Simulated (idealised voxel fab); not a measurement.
process module | voxel double patterning
cross-section cut | 230 nm wide | cells 5 nm
A cross-section is a grid of square cells, given in bands from the top down. A band is one or more rows of cells.
Each band's line starts with the height of the band's top and of its bottom, in nm. Then come its materials from left to right, each with its width in nm. One material with "throughout" fills the band from edge to edge. "air" is empty space.
Height 0 is the level under which the wafer as received is all one material. The lowest band goes on downwards, as in "0 down".
A width such as "30 to 40" changes by the same amount from each row of cells to the next, from the band's top row to its bottom row.
"no change" after a step means that no cell of the cross-section changed.
closed voids: empty space of 8 cells or more with no open way to the top, each as width x height at its distance from the left edge, in nm
after a step's settings: what the simulator itself notes on the step
overlay nm, on a step with a mask: how far to the right of its planned place the mask lay; to the left if negative
plan
1 op RECEIVE | material Si
2 op CONFORMAL_DEP | material SiO2 | thk nm 5
3 op DIRECTIONAL_DEP | material TiN | thk nm 20
4 op DIRECTIONAL_DEP | material SiCN | thk nm 10
5 op MASKED_ETCH | tone open | mask id FIRST | width nm 15 | pitch nm 50 | etch materials SiCN | depth nm 5 | overlay nm 0
6 op DIRECTIONAL_DEP | material aC | thk nm 10
7 op PATTERN | tone open | mask id SECOND | material resist | width nm 15 | pitch nm 50 | thk nm 25 | overlay nm 0
8 op DIRECTIONAL_ETCH | etch materials aC | depth nm 10
9 op STRIP | etch materials resist
10 op DIRECTIONAL_ETCH | etch materials SiCN | depth nm 10
11 op STRIP | etch materials aC
12 op DIRECTIONAL_ETCH | etch materials TiN | depth nm 20
13 op STRIP | etch materials SiCN
varied across the wafers: depth nm of step 5. The plan shows the first wafer's value. All wafers start alike
first wafer as received, after step 1
  0 down: Si throughout
  closed voids: none
each wafer at the end: cells of each material gained (+) or lost (-) since it was received, then its closed voids
depth nm 5 | +46 SiO2 | +160 TiN | closed voids: none
depth nm 10 | +46 SiO2 | +124 TiN | closed voids: none
depth nm 15 | +46 SiO2 | +124 TiN | closed voids: none
depth nm 20 | +46 SiO2 | +124 TiN | closed voids: none
depth nm 25 | +46 SiO2 | +124 TiN | closed voids: none
